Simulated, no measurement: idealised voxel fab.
Process module name: voxel capacitor over wiring
Each square cell in cross-section cut measures 5 nm, and the section as a whole is 265 nm wide.
Cross-section = grid of square cells, listed top down in bands; band = one or more rows. The entry gives the band's vertical extent as a top height and a bottom height in nm, then its horizontal make-up as materials from left to right, each with a width in nm. "air" stands for empty space; a single material marked "edge to edge" fills the band edge to edge. Zero point of the height axis is 0; under it, received wafer = one material. Lowest band: continues down indefinitely, "0 down". When a width is written as two numbers, as in "30->40", the first number is the width in the top row of cells of the band and the second is the width in its bottom row, and the width changes by the same amount from each row to the next. Given "nothing altered" for a step, no cell of the cross-section differs between before and after that step. Sealed-off cavities: empty space of 8 cells or more with no open way to the top, each as width x height at its distance from the left edge, in nm. Anything after a step's settings on that line? It's the simulator's own note about the step. overlay nm: right-of-plan distance of the mask on a masked step; negative values mean left-of-plan. Read the rest as pairs. Take the cross-section before one process step, then the cross-section after it, which shows only down to the lowest band that changed. Under the pair, find the step between them and its settings. Bear in mind that pairs may come from different runs of this module on the same starting wafer: link a pair to the pair above it only where its entry headed "Before this step" says to.

Before this step
    0 down = Si edge to edge
    Sealed-off cavities: none

After
    15 to 0 = SiO2 edge to edge
    Everything under 0 stays put, no change at all.
    Sealed-off cavities: none
In between the before and after cross-sections above, the step is op CONFORMAL_DEP | material SiO2 | thk nm 15

Before this step: nothing new to draw here, it's the after view of the pair just above.

After
    20 to 15 = SiCN edge to edge
    Everything under 15 stays put, no change at all.
    Sealed-off cavities: none
In between the before and after cross-sections above, the step is op CONFORMAL_DEP | material SiCN | thk nm 5

Before this step: nothing new to draw here, it's the after view of the pair just above.

After
    35 to 20 = SiO2 edge to edge
    Everything under 20 stays put, no change at all.
    Sealed-off cavities: none
In between the before and after cross-sections above, the step is op DIRECTIONAL_DEP | material SiO2 | thk nm 15

Before this step: nothing new to draw here, it's the after view of the pair just above.

After
    35 to 20 = 75 SiO2 / 25 air / 60 SiO2 / 25 air / 80 SiO2
    Everything under 20 stays put, no change at all.
    Sealed-off cavities: none
In between the before and after cross-sections above, the step is op MASKED_ETCH | tone open | mask id METAL_1 | width nm 25 | pitch nm 85 | etch materials SiO2 | depth nm 15 | overlay nm 0

Before this step: nothing new to draw here, it's the after view of the pair just above.

After
    35 to 20 = 75 SiO2 / 25 air / 60 SiO2 / 25 air / 80 SiO2
    20 to 15 = 75 SiCN / 25 air / 60 SiCN / 25 air / 80 SiCN
    Everything under 15 stays put, no change at all.
    Sealed-off cavities: none
In between the before and after cross-sections above, the step is op MASKED_ETCH | tone open | mask id METAL_1 | width nm 25 | pitch nm 85 | etch materials SiCN | depth nm 5 | overlay nm 0

Before this step: nothing new to draw here, it's the after view of the pair just above.

After
    40 to 35 = 80 TiN / 15 air / 70 TiN / 15 air / 85 TiN
    35 to 20 = 75 SiO2 / 5 TiN / 15 air / 5 TiN / 60 SiO2 / 5 TiN / 15 air / 5 TiN / 80 SiO2
    20 to 15 = 75 SiCN / 25 TiN / 60 SiCN / 25 TiN / 80 SiCN
    Everything under 15 stays put, no change at all.
    Sealed-off cavities: none
In between the before and after cross-sections above, the step is op CONFORMAL_DEP | material TiN | thk nm 5

Before this step: nothing new to draw here, it's the after view of the pair just above.

After
    50 to 40 = Ru edge to edge
    40 to 35 = 80 TiN / 15 Ru / 70 TiN / 15 Ru / 85 TiN
    35 to 20 = 75 SiO2 / 5 TiN / 15 Ru / 5 TiN / 60 SiO2 / 5 TiN / 15 Ru / 5 TiN / 80 SiO2
    Everything under 20 stays put, no change at all.
    Sealed-off cavities: none
In between the before and after cross-sections above, the step is op FILL_DEP | material Ru | thk nm 10

Before this step: nothing new to draw here, it's the after view of the pair just above.

After
    35 to 20 = 75 SiO2 / 5 TiN / 15 Ru / 5 TiN / 60 SiO2 / 5 TiN / 15 Ru / 5 TiN / 80 SiO2
    Everything under 20 stays put, no change at all.
    Sealed-off cavities: none
In between the before and after cross-sections above, the step is op CMP | height nm 35

Before this step: nothing new to draw here, it's the after view of the pair just above.

After
    40 to 35 = 70 air / 35 Ru / 50 air / 35 Ru / 75 air
    Everything under 35 stays put, no change at all.
    Sealed-off cavities: none
In between the before and after cross-sections above, the step is op EPI | material Ru | thk nm 5

Before this step: nothing new to draw here, it's the after view of the pair just above.

After
    45 to 40 = SiCN edge to edge
    40 to 35 = 70 SiCN / 35 Ru / 50 SiCN / 35 Ru / 75 SiCN
    Everything under 35 stays put, no change at all.
    Sealed-off cavities: none
In between the before and after cross-sections above, the step is op FILL_DEP | material SiCN | thk nm 5

Before this step: nothing new to draw here, it's the after view of the pair just above.

After
    55 to 45 = SiO2 edge to edge
    Everything under 45 stays put, no change at all.
    Sealed-off cavities: none
In between the before and after cross-sections above, the step is op DIRECTIONAL_DEP | material SiO2 | thk nm 10

Before this step: nothing new to draw here, it's the after view of the pair just above.

After
    75 to 55 = 85 resist / 15 air / 165 resist
    Everything under 55 stays put, no change at all.
    Sealed-off cavities: none
In between the before and after cross-sections above, the step is op PATTERN | tone open | mask id PLUG_1 | material resist | width nm 15 | thk nm 20 | overlay nm 0

Before this step: nothing new to draw here, it's the after view of the pair just above.

After
    75 to 55 = 85 resist / 15 air / 165 resist
    55 to 45 = 85 SiO2 / 15 air / 165 SiO2
    Everything under 45 stays put, no change at all.
    Sealed-off cavities: none
In between the before and after cross-sections above, the step is op DIRECTIONAL_ETCH | etch materials SiO2 | depth nm 10

Before this step: nothing new to draw here, it's the after view of the pair just above.

After
    75 to 55 = 85 resist / 15 air / 165 resist
    55 to 45 = 85 SiO2 / 15 air / 165 SiO2
    45 to 40 = 85 SiCN / 15 air / 165 SiCN
    Everything under 40 stays put, no change at all.
    Sealed-off cavities: none
In between the before and after cross-sections above, the step is op DIRECTIONAL_ETCH | etch materials SiCN | depth nm 5

Before this step: nothing new to draw here, it's the after view of the pair just above.

After
    55 to 45 = 85 SiO2 / 15 air / 165 SiO2
    Everything under 45 stays put, no change at all.
    Sealed-off cavities: none
In between the before and after cross-sections above, the step is op STRIP | etch materials resist

Before this step: nothing new to draw here, it's the after view of the pair just above.

After
    60 to 55 = 90 TiN / 5 air / 170 TiN
    55 to 45 = 85 SiO2 / 5 TiN / 5 air / 5 TiN / 165 SiO2
    45 to 40 = 85 SiCN / 15 TiN / 165 SiCN
    Everything under 40 stays put, no change at all.
    Sealed-off cavities: none
In between the before and after cross-sections above, the step is op CONFORMAL_DEP | material TiN | thk nm 5

Before this step: nothing new to draw here, it's the after view of the pair just above.

After
    65 to 60 = Ru edge to edge
    60 to 55 = 90 TiN / 5 Ru / 170 TiN
    55 to 45 = 85 SiO2 / 5 TiN / 5 Ru / 5 TiN / 165 SiO2
    Everything under 45 stays put, no change at all.
    Sealed-off cavities: none
In between the before and after cross-sections above, the step is op FILL_DEP | material Ru | thk nm 5

Before this step: nothing new to draw here, it's the after view of the pair just above.

After
    55 to 45 = 85 SiO2 / 5 TiN / 5 Ru / 5 TiN / 165 SiO2
    Everything under 45 stays put, no change at all.
    Sealed-off cavities: none
In between the before and after cross-sections above, the step is op CMP | height nm 55

Before this step: nothing new to draw here, it's the after view of the pair just above.

After
    65 to 55 = TiN edge to edge
    Everything under 55 stays put, no change at all.
    Sealed-off cavities: none
In between the before and after cross-sections above, the step is op DIRECTIONAL_DEP | material TiN | thk nm 10

Before this step: nothing new to draw here, it's the after view of the pair just above.

After
    70 to 65 = SiN edge to edge
    Everything under 65 stays put, no change at all.
    Sealed-off cavities: none
In between the before and after cross-sections above, the step is op DIRECTIONAL_DEP | material SiN | thk nm 5

Before this step: nothing new to draw here, it's the after view of the pair just above.

After
    80 to 70 = TiN edge to edge
    Everything under 70 stays put, no change at all.
    Sealed-off cavities: none
In between the before and after cross-sections above, the step is op DIRECTIONAL_DEP | material TiN | thk nm 10

Before this step: nothing new to draw here, it's the after view of the pair just above.

After
    95 to 80 = aC edge to edge
    Everything under 80 stays put, no change at all.
    Sealed-off cavities: none
In between the before and after cross-sections above, the step is op DIRECTIONAL_DEP | material aC | thk nm 15

Before this step: nothing new to draw here, it's the after view of the pair just above.

After
    125 to 95 = 85 air / 65 resist / 115 air
    Everything under 95 stays put, no change at all.
    Sealed-off cavities: none
In between the before and after cross-sections above, the step is op PATTERN | tone cover | mask id UPPER_PLATE | material resist | width nm 65 | thk nm 30 | overlay nm 0

Before this step: nothing new to draw here, it's the after view of the pair just above.

After
    110 to 95 = 85 air / 65 resist / 115 air
    95 to 80 = 85 air / 65 aC / 115 air
    Everything under 80 stays put, no change at all.
    Sealed-off cavities: none
In between the before and after cross-sections above, the step is op DIRECTIONAL_ETCH | etch materials aC | depth nm 15

Before this step: nothing new to draw here, it's the after view of the pair just above.

After
    95 to 80 = 85 air / 65 aC / 115 air
    Everything under 80 stays put, no change at all.
    Sealed-off cavities: none
In between the before and after cross-sections above, the step is op STRIP | etch materials resist

Before this step: nothing new to draw here, it's the after view of the pair just above.

After
    95 to 80 = 85 air / 65 aC / 115 air
    80 to 70 = 85 air / 65 TiN / 115 air
    Everything under 70 stays put, no change at all.
    Sealed-off cavities: none
In between the before and after cross-sections above, the step is op DIRECTIONAL_ETCH | etch materials TiN | depth nm 10

Before this step: nothing new to draw here, it's the after view of the pair just above.

After
    95 to 80 = 85 air / 65 aC / 115 air
    80 to 70 = 85 air / 65 TiN / 115 air
    70 to 65 = 85 air / 65 SiN / 115 air
    Everything under 65 stays put, no change at all.
    Sealed-off cavities: none
In between the before and after cross-sections above, the step is op DIRECTIONAL_ETCH | etch materials SiN | depth nm 5

Before this step: nothing new to draw here, it's the after view of the pair just above.

After
    80 to 70 = 85 air / 65 TiN / 115 air
    Everything under 70 stays put, no change at all.
    Sealed-off cavities: none
In between the before and after cross-sections above, the step is op STRIP | etch materials aC

Before this step: nothing new to draw here, it's the after view of the pair just above.

After
    90 to 80 = 85 air / 65 aC / 115 air
    80 to 75 = 85 air / 65 TiN / 115 air
    75 to 70 = 85 aC / 65 TiN / 115 aC
    70 to 65 = 85 aC / 65 SiN / 115 aC
    Everything under 65 stays put, no change at all.
    Sealed-off cavities: none
In between the before and after cross-sections above, the step is op DIRECTIONAL_DEP | material aC | thk nm 10

Before this step: nothing new to draw here, it's the after view of the pair just above.

After
    120 to 90 = 80 air / 75 resist / 110 air
    90 to 80 = 80 air / 5 resist / 65 aC / 5 resist / 110 air
    80 to 75 = 80 air / 5 resist / 65 TiN / 5 resist / 110 air
    Everything under 75 stays put, no change at all.
    Sealed-off cavities: none
In between the before and after cross-sections above, the step is op PATTERN | tone cover | mask id LOWER_PLATE | material resist | width nm 75 | thk nm 30 | overlay nm 0

Before this step: nothing new to draw here, it's the after view of the pair just above.

After
    110 to 90 = 80 air / 75 resist / 110 air
    90 to 80 = 80 air / 5 resist / 65 aC / 5 resist / 110 air
    80 to 75 = 80 air / 5 resist / 65 TiN / 5 resist / 110 air
    75 to 70 = 80 air / 5 aC / 65 TiN / 5 aC / 110 air
    70 to 65 = 80 air / 5 aC / 65 SiN / 5 aC / 110 air
    Everything under 65 stays put, no change at all.
    Sealed-off cavities: none
In between the before and after cross-sections above, the step is op DIRECTIONAL_ETCH | etch materials aC | depth nm 10

Before this step: nothing new to draw here, it's the after view of the pair just above.

After
    90 to 80 = 85 air / 65 aC / 115 air
    80 to 75 = 85 air / 65 TiN / 115 air
    Everything under 75 stays put, no change at all.
    Sealed-off cavities: none
In between the before and after cross-sections above, the step is op STRIP | etch materials resist

Before this step: nothing new to draw here, it's the after view of the pair just above.

After
    90 to 80 = 85 air / 65 aC / 115 air
    80 to 75 = 85 air / 65 TiN / 115 air
    75 to 70 = 80 air / 5 aC / 65 TiN / 5 aC / 110 air
    70 to 65 = 80 air / 5 aC / 65 SiN / 5 aC / 110 air
    65 to 55 = 80 air / 75 TiN / 110 air
    Everything under 55 stays put, no change at all.
    Sealed-off cavities: none
In between the before and after cross-sections above, the step is op DIRECTIONAL_ETCH | etch materials TiN | depth nm 10

Before this step: nothing new to draw here, it's the after view of the pair just above.

After
    80 to 70 = 85 air / 65 TiN / 115 air
    70 to 65 = 85 air / 65 SiN / 115 air
    Everything under 65 stays put, no change at all.
    Sealed-off cavities: none
In between the before and after cross-sections above, the step is op STRIP | etch materials aC

Before this step: nothing new to draw here, it's the after view of the pair just above.

After
    95 to 80 = SiO2 edge to edge
    80 to 70 = 85 SiO2 / 65 TiN / 115 SiO2
    70 to 65 = 85 SiO2 / 65 SiN / 115 SiO2
    65 to 55 = 80 SiO2 / 75 TiN / 110 SiO2
    Everything under 55 stays put, no change at all.
    Sealed-off cavities: none
In between the before and after cross-sections above, the step is op FILL_DEP | material SiO2 | thk nm 15

Before this step: nothing new to draw here, it's the after view of the pair just above.

After
    90 to 80 = SiO2 edge to edge
    Everything under 80 stays put, no change at all.
    Sealed-off cavities: none
In between the before and after cross-sections above, the step is op CMP | height nm 90

Before this step: nothing new to draw here, it's the after view of the pair just above.

After
    90 to 80 = 95 SiO2 / 15 air / 155 SiO2
    Everything under 80 stays put, no change at all.
    Sealed-off cavities: none
In between the before and after cross-sections above, the step is op MASKED_ETCH | tone open | mask id PLUG_2 | width nm 15 | etch materials SiO2 | depth nm 10 | overlay nm 0

Before this step: nothing new to draw here, it's the after view of the pair just above.

After
    95 to 90 = 100 TiN / 5 air / 160 TiN
    90 to 85 = 95 SiO2 / 5 TiN / 5 air / 5 TiN / 155 SiO2
    85 to 80 = 95 SiO2 / 15 TiN / 155 SiO2
    Everything under 80 stays put, no change at all.
    Sealed-off cavities: none
In between the before and after cross-sections above, the step is op CONFORMAL_DEP | material TiN | thk nm 5

Before this step: nothing new to draw here, it's the after view of the pair just above.

After
    105 to 95 = Ru edge to edge
    95 to 90 = 100 TiN / 5 Ru / 160 TiN
    90 to 85 = 95 SiO2 / 5 TiN / 5 Ru / 5 TiN / 155 SiO2
    Everything under 85 stays put, no change at all.
    Sealed-off cavities: none
In between the before and after cross-sections above, the step is op FILL_DEP | material Ru | thk nm 10

Before this step: nothing new to draw here, it's the after view of the pair just above.

After
    90 to 85 = 95 SiO2 / 5 TiN / 5 Ru / 5 TiN / 155 SiO2
    Everything under 85 stays put, no change at all.
    Sealed-off cavities: none
In between the before and after cross-sections above, the step is op CMP | height nm 90

Before this step: nothing new to draw here, it's the after view of the pair just above.

After
    95 to 90 = SiCN edge to edge
    Everything under 90 stays put, no change at all.
    Sealed-off cavities: none
In between the before and after cross-sections above, the step is op CONFORMAL_DEP | material SiCN | thk nm 5

Before this step
    105 to 95 = Ru edge to edge
    95 to 90 = 100 TiN / 5 Ru / 160 TiN
    90 to 85 = 95 SiO2 / 5 TiN / 5 Ru / 5 TiN / 155 SiO2
    85 to 80 = 95 SiO2 / 15 TiN / 155 SiO2
    80 to 70 = 85 SiO2 / 65 TiN / 115 SiO2
    70 to 65 = 85 SiO2 / 65 SiN / 115 SiO2
    65 to 55 = 80 SiO2 / 75 TiN / 110 SiO2
    55 to 45 = 85 SiO2 / 5 TiN / 5 Ru / 5 TiN / 165 SiO2
    45 to 40 = 85 SiCN / 15 TiN / 165 SiCN
    40 to 35 = 70 SiCN / 35 Ru / 50 SiCN / 35 Ru / 75 SiCN
    35 to 20 = 75 SiO2 / 5 TiN / 15 Ru / 5 TiN / 60 SiO2 / 5 TiN / 15 Ru / 5 TiN / 80 SiO2
    20 to 15 = 75 SiCN / 25 TiN / 60 SiCN / 25 TiN / 80 SiCN
    15 to 0 = SiO2 edge to edge
    0 down = Si edge to edge
    Sealed-off cavities: none

After
    110 to 105 = SiCN edge to edge
    Everything under 105 stays put, no change at all.
    Sealed-off cavities: none
In between the before and after cross-sections above, the step is op CONFORMAL_DEP | material SiCN | thk nm 5

Before this step
    50 to 40 = Ru edge to edge
    40 to 35 = 80 TiN / 15 Ru / 70 TiN / 15 Ru / 85 TiN
    35 to 20 = 75 SiO2 / 5 TiN / 15 Ru / 5 TiN / 60 SiO2 / 5 TiN / 15 Ru / 5 TiN / 80 SiO2
    20 to 15 = 75 SiCN / 25 TiN / 60 SiCN / 25 TiN / 80 SiCN
    15 to 0 = SiO2 edge to edge
    0 down = Si edge to edge
    Sealed-off cavities: none

After
    60 to 40 = Ru edge to edge
    Everything under 40 stays put, no change at all.
    Sealed-off cavities: none
In between the before and after cross-sections above, the step is op FILL_DEP | material Ru | thk nm 10

Before this step: nothing new to draw here, it's the after view of the pair just above.

After
    35 to 20 = 75 SiO2 / 5 TiN / 15 Ru / 5 TiN / 60 SiO2 / 5 TiN / 15 Ru / 5 TiN / 80 SiO2
    Everything under 20 stays put, no change at all.
    Sealed-off cavities: none
In between the before and after cross-sections above, the step is op CMP | height nm 35

Before this step
    55 to 45 = 85 SiO2 / 5 TiN / 5 Ru / 5 TiN / 165 SiO2
    45 to 40 = 85 SiCN / 15 TiN / 165 SiCN
    40 to 35 = 70 SiCN / 35 Ru / 50 SiCN / 35 Ru / 75 SiCN
    35 to 20 = 75 SiO2 / 5 TiN / 15 Ru / 5 TiN / 60 SiO2 / 5 TiN / 15 Ru / 5 TiN / 80 SiO2
    20 to 15 = 75 SiCN / 25 TiN / 60 SiCN / 25 TiN / 80 SiCN
    15 to 0 = SiO2 edge to edge
    0 down = Si edge to edge
    Sealed-off cavities: none

After
    60 to 55 = SiN edge to edge
    Everything under 55 stays put, no change at all.
    Sealed-off cavities: none
In between the before and after cross-sections above, the step is op DIRECTIONAL_DEP | material SiN | thk nm 5

Before this step: nothing new to draw here, it's the after view of the pair just above.

After
    70 to 60 = TiN edge to edge
    Everything under 60 stays put, no change at all.
    Sealed-off cavities: none
In between the before and after cross-sections above, the step is op DIRECTIONAL_DEP | material TiN | thk nm 10

Before this step: nothing new to draw here, it's the after view of the pair just above.

After
    80 to 60 = TiN edge to edge
    Everything under 60 stays put, no change at all.
    Sealed-off cavities: none
In between the before and after cross-sections above, the step is op DIRECTIONAL_DEP | material TiN | thk nm 10

Before this step: nothing new to draw here, it's the after view of the pair just above.

After
    95 to 80 = aC edge to edge
    Everything under 80 stays put, no change at all.
    Sealed-off cavities: none
In between the before and after cross-sections above, the step is op DIRECTIONAL_DEP | material aC | thk nm 15

Before this step: nothing new to draw here, it's the after view of the pair just above.

After
    125 to 95 = 85 air / 65 resist / 115 air
    Everything under 95 stays put, no change at all.
    Sealed-off cavities: none
In between the before and after cross-sections above, the step is op PATTERN | tone cover | mask id UPPER_PLATE | material resist | width nm 65 | thk nm 30 | overlay nm 0

Before this step: nothing new to draw here, it's the after view of the pair just above.

After
    110 to 95 = 85 air / 65 resist / 115 air
    95 to 80 = 85 air / 65 aC / 115 air
    Everything under 80 stays put, no change at all.
    Sealed-off cavities: none
In between the before and after cross-sections above, the step is op DIRECTIONAL_ETCH | etch materials aC | depth nm 15

Before this step: nothing new to draw here, it's the after view of the pair just above.

After
    95 to 80 = 85 air / 65 aC / 115 air
    Everything under 80 stays put, no change at all.
    Sealed-off cavities: none
In between the before and after cross-sections above, the step is op STRIP | etch materials resist

Before this step: nothing new to draw here, it's the after view of the pair just above.

After
    95 to 80 = 85 air / 65 aC / 115 air
    80 to 70 = 85 air / 65 TiN / 115 air
    Everything under 70 stays put, no change at all.
    Sealed-off cavities: none
In between the before and after cross-sections above, the step is op DIRECTIONAL_ETCH | etch materials TiN | depth nm 10

Before this step: nothing new to draw here, it's the after view of the pair just above.

After
    80 to 70 = 85 air / 65 TiN / 115 air
    Everything under 70 stays put, no change at all.
    Sealed-off cavities: none
In between the before and after cross-sections above, the step is op STRIP | etch materials aC

Before this step: nothing new to draw here, it's the after view of the pair just above.

After
    90 to 80 = 85 air / 65 aC / 115 air
    80 to 70 = 85 aC / 65 TiN / 115 aC
    Everything under 70 stays put, no change at all.
    Sealed-off cavities: none
In between the before and after cross-sections above, the step is op DIRECTIONAL_DEP | material aC | thk nm 10

Before this step: nothing new to draw here, it's the after view of the pair just above.

After
    120 to 90 = 80 air / 75 resist / 110 air
    90 to 80 = 80 air / 5 resist / 65 aC / 5 resist / 110 air
    Everything under 80 stays put, no change at all.
    Sealed-off cavities: none
In between the before and after cross-sections above, the step is op PATTERN | tone cover | mask id LOWER_PLATE | material resist | width nm 75 | thk nm 30 | overlay nm 0

Before this step: nothing new to draw here, it's the after view of the pair just above.

After
    110 to 90 = 80 air / 75 resist / 110 air
    90 to 80 = 80 air / 5 resist / 65 aC / 5 resist / 110 air
    80 to 70 = 80 air / 5 aC / 65 TiN / 5 aC / 110 air
    Everything under 70 stays put, no change at all.
    Sealed-off cavities: none
In between the before and after cross-sections above, the step is op DIRECTIONAL_ETCH | etch materials aC | depth nm 10

Before this step: nothing new to draw here, it's the after view of the pair just above.

After
    90 to 80 = 85 air / 65 aC / 115 air
    Everything under 80 stays put, no change at all.
    Sealed-off cavities: none
In between the before and after cross-sections above, the step is op STRIP | etch materials resist

Before this step: nothing new to draw here, it's the after view of the pair just above.

After
    90 to 80 = 85 air / 65 aC / 115 air
    80 to 70 = 80 air / 5 aC / 65 TiN / 5 aC / 110 air
    70 to 60 = 80 air / 75 TiN / 110 air
    Everything under 60 stays put, no change at all.
    Sealed-off cavities: none
In between the before and after cross-sections above, the step is op DIRECTIONAL_ETCH | etch materials TiN | depth nm 10

Before this step: nothing new to draw here, it's the after view of the pair just above.

After
    80 to 70 = 85 air / 65 TiN / 115 air
    Everything under 70 stays put, no change at all.
    Sealed-off cavities: none
In between the before and after cross-sections above, the step is op STRIP | etch materials aC

Before this step: nothing new to draw here, it's the after view of the pair just above.

After
    95 to 80 = SiO2 edge to edge
    80 to 70 = 85 SiO2 / 65 TiN / 115 SiO2
    70 to 60 = 80 SiO2 / 75 TiN / 110 SiO2
    Everything under 60 stays put, no change at all.
    Sealed-off cavities: none
In between the before and after cross-sections above, the step is op FILL_DEP | material SiO2 | thk nm 15

Before this step: nothing new to draw here, it's the after view of the pair just above.

After
    90 to 80 = SiO2 edge to edge
    Everything under 80 stays put, no change at all.
    Sealed-off cavities: none
In between the before and after cross-sections above, the step is op CMP | height nm 90

Before this step: nothing new to draw here, it's the after view of the pair just above.

After
    90 to 80 = 95 SiO2 / 15 air / 155 SiO2
    Everything under 80 stays put, no change at all.
    Sealed-off cavities: none
In between the before and after cross-sections above, the step is op MASKED_ETCH | tone open | mask id PLUG_2 | width nm 15 | etch materials SiO2 | depth nm 10 | overlay nm 0

Before this step: nothing new to draw here, it's the after view of the pair just above.

After
    95 to 90 = 100 TiN / 5 air / 160 TiN
    90 to 85 = 95 SiO2 / 5 TiN / 5 air / 5 TiN / 155 SiO2
    85 to 80 = 95 SiO2 / 15 TiN / 155 SiO2
    Everything under 80 stays put, no change at all.
    Sealed-off cavities: none
In between the before and after cross-sections above, the step is op CONFORMAL_DEP | material TiN | thk nm 5

Before this step: nothing new to draw here, it's the after view of the pair just above.

After
    105 to 95 = Ru edge to edge
    95 to 90 = 100 TiN / 5 Ru / 160 TiN
    90 to 85 = 95 SiO2 / 5 TiN / 5 Ru / 5 TiN / 155 SiO2
    Everything under 85 stays put, no change at all.
    Sealed-off cavities: none
In between the before and after cross-sections above, the step is op FILL_DEP | material Ru | thk nm 10

Before this step: nothing new to draw here, it's the after view of the pair just above.

After
    90 to 85 = 95 SiO2 / 5 TiN / 5 Ru / 5 TiN / 155 SiO2
    Everything under 85 stays put, no change at all.
    Sealed-off cavities: none
In between the before and after cross-sections above, the step is op CMP | height nm 90

Before this step: nothing new to draw here, it's the after view of the pair just above.

After
    95 to 90 = SiCN edge to edge
    Everything under 90 stays put, no change at all.
    Sealed-off cavities: none
In between the before and after cross-sections above, the step is op CONFORMAL_DEP | material SiCN | thk nm 5

Before this step
    65 to 55 = TiN edge to edge
    55 to 45 = 85 SiO2 / 5 TiN / 5 Ru / 5 TiN / 165 SiO2
    45 to 40 = 85 SiCN / 15 TiN / 165 SiCN
    40 to 35 = 70 SiCN / 35 Ru / 50 SiCN / 35 Ru / 75 SiCN
    35 to 20 = 75 SiO2 / 5 TiN / 15 Ru / 5 TiN / 60 SiO2 / 5 TiN / 15 Ru / 5 TiN / 80 SiO2
    20 to 15 = 75 SiCN / 25 TiN / 60 SiCN / 25 TiN / 80 SiCN
    15 to 0 = SiO2 edge to edge
    0 down = Si edge to edge
    Sealed-off cavities: none

After
    80 to 65 = SiN edge to edge
    Everything under 65 stays put, no change at all.
    Sealed-off cavities: none
In between the before and after cross-sections above, the step is op DIRECTIONAL_DEP | material SiN | thk nm 15

Before this step: nothing new to draw here, it's the after view of the pair just above.

After
    90 to 80 = TiN edge to edge
    Everything under 80 stays put, no change at all.
    Sealed-off cavities: none
In between the before and after cross-sections above, the step is op DIRECTIONAL_DEP | material TiN | thk nm 10

Before this step: nothing new to draw here, it's the after view of the pair just above.

After
    105 to 90 = aC edge to edge
    Everything under 90 stays put, no change at all.
    Sealed-off cavities: none
In between the before and after cross-sections above, the step is op DIRECTIONAL_DEP | material aC | thk nm 15

Before this step: nothing new to draw here, it's the after view of the pair just above.

After
    135 to 105 = 85 air / 65 resist / 115 air
    Everything under 105 stays put, no change at all.
    Sealed-off cavities: none
In between the before and after cross-sections above, the step is op PATTERN | tone cover | mask id UPPER_PLATE | material resist | width nm 65 | thk nm 30 | overlay nm 0

Before this step: nothing new to draw here, it's the after view of the pair just above.

After
    120 to 105 = 85 air / 65 resist / 115 air
    105 to 90 = 85 air / 65 aC / 115 air
    Everything under 90 stays put, no change at all.
    Sealed-off cavities: none
In between the before and after cross-sections above, the step is op DIRECTIONAL_ETCH | etch materials aC | depth nm 15

Before this step: nothing new to draw here, it's the after view of the pair just above.

After
    105 to 90 = 85 air / 65 aC / 115 air
    Everything under 90 stays put, no change at all.
    Sealed-off cavities: none
In between the before and after cross-sections above, the step is op STRIP | etch materials resist

Before this step: nothing new to draw here, it's the after view of the pair just above.

After
    105 to 90 = 85 air / 65 aC / 115 air
    90 to 80 = 85 air / 65 TiN / 115 air
    Everything under 80 stays put, no change at all.
    Sealed-off cavities: none
In between the before and after cross-sections above, the step is op DIRECTIONAL_ETCH | etch materials TiN | depth nm 10

Before this step: nothing new to draw here, it's the after view of the pair just above.

After
    105 to 90 = 85 air / 65 aC / 115 air
    90 to 80 = 85 air / 65 TiN / 115 air
    80 to 75 = 85 air / 65 SiN / 115 air
    Everything under 75 stays put, no change at all.
    Sealed-off cavities: none
In between the before and after cross-sections above, the step is op DIRECTIONAL_ETCH | etch materials SiN | depth nm 5

Before this step: nothing new to draw here, it's the after view of the pair just above.

After
    90 to 80 = 85 air / 65 TiN / 115 air
    Everything under 80 stays put, no change at all.
    Sealed-off cavities: none
In between the before and after cross-sections above, the step is op STRIP | etch materials aC

Before this step: nothing new to draw here, it's the after view of the pair just above.

After
    100 to 90 = 85 air / 65 aC / 115 air
    90 to 85 = 85 air / 65 TiN / 115 air
    85 to 80 = 85 aC / 65 TiN / 115 aC
    80 to 75 = 85 aC / 65 SiN / 115 aC
    Everything under 75 stays put, no change at all.
    Sealed-off cavities: none
In between the before and after cross-sections above, the step is op DIRECTIONAL_DEP | material aC | thk nm 10

Before this step: nothing new to draw here, it's the after view of the pair just above.

After
    130 to 100 = 80 air / 75 resist / 110 air
    100 to 90 = 80 air / 5 resist / 65 aC / 5 resist / 110 air
    90 to 85 = 80 air / 5 resist / 65 TiN / 5 resist / 110 air
    Everything under 85 stays put, no change at all.
    Sealed-off cavities: none
In between the before and after cross-sections above, the step is op PATTERN | tone cover | mask id LOWER_PLATE | material resist | width nm 75 | thk nm 30 | overlay nm 0

Before this step: nothing new to draw here, it's the after view of the pair just above.

After
    120 to 100 = 80 air / 75 resist / 110 air
    100 to 90 = 80 air / 5 resist / 65 aC / 5 resist / 110 air
    90 to 85 = 80 air / 5 resist / 65 TiN / 5 resist / 110 air
    85 to 80 = 80 air / 5 aC / 65 TiN / 5 aC / 110 air
    80 to 75 = 80 air / 5 aC / 65 SiN / 5 aC / 110 air
    Everything under 75 stays put, no change at all.
    Sealed-off cavities: none
In between the before and after cross-sections above, the step is op DIRECTIONAL_ETCH | etch materials aC | depth nm 10

Before this step: nothing new to draw here, it's the after view of the pair just above.

After
    100 to 90 = 85 air / 65 aC / 115 air
    90 to 85 = 85 air / 65 TiN / 115 air
    Everything under 85 stays put, no change at all.
    Sealed-off cavities: none
In between the before and after cross-sections above, the step is op STRIP | etch materials resist

Before this step: nothing new to draw here, it's the after view of the pair just above.

After
    90 to 80 = 85 air / 65 TiN / 115 air
    80 to 75 = 85 air / 65 SiN / 115 air
    Everything under 75 stays put, no change at all.
    Sealed-off cavities: none
In between the before and after cross-sections above, the step is op STRIP | etch materials aC

Before this step: nothing new to draw here, it's the after view of the pair just above.

After
    105 to 90 = SiO2 edge to edge
    90 to 80 = 85 SiO2 / 65 TiN / 115 SiO2
    80 to 75 = 85 SiO2 / 65 SiN / 115 SiO2
    Everything under 75 stays put, no change at all.
    Sealed-off cavities: none
In between the before and after cross-sections above, the step is op FILL_DEP | material SiO2 | thk nm 15

Before this step: nothing new to draw here, it's the after view of the pair just above.

After
    90 to 80 = 85 SiO2 / 65 TiN / 115 SiO2
    Everything under 80 stays put, no change at all.
    Sealed-off cavities: none
In between the before and after cross-sections above, the step is op CMP | height nm 90

Before this step: nothing new to draw here, it's the after view of the pair just above.

After
    95 to 90 = TiN edge to edge
    Everything under 90 stays put, no change at all.
    Sealed-off cavities: none
In between the before and after cross-sections above, the step is op CONFORMAL_DEP | material TiN | thk nm 5

Before this step: nothing new to draw here, it's the after view of the pair just above.

After
    105 to 95 = Ru edge to edge
    Everything under 95 stays put, no change at all.
    Sealed-off cavities: none
In between the before and after cross-sections above, the step is op FILL_DEP | material Ru | thk nm 10

Before this step: nothing new to draw here, it's the after view of the pair just above.

After
    90 to 80 = 85 SiO2 / 65 TiN / 115 SiO2
    Everything under 80 stays put, no change at all.
    Sealed-off cavities: none
In between the before and after cross-sections above, the step is op CMP | height nm 90

Before this step: nothing new to draw here, it's the after view of the pair just above.

After
    95 to 90 = SiCN edge to edge
    Everything under 90 stays put, no change at all.
    Sealed-off cavities: none
In between the before and after cross-sections above, the step is op CONFORMAL_DEP | material SiCN | thk nm 5
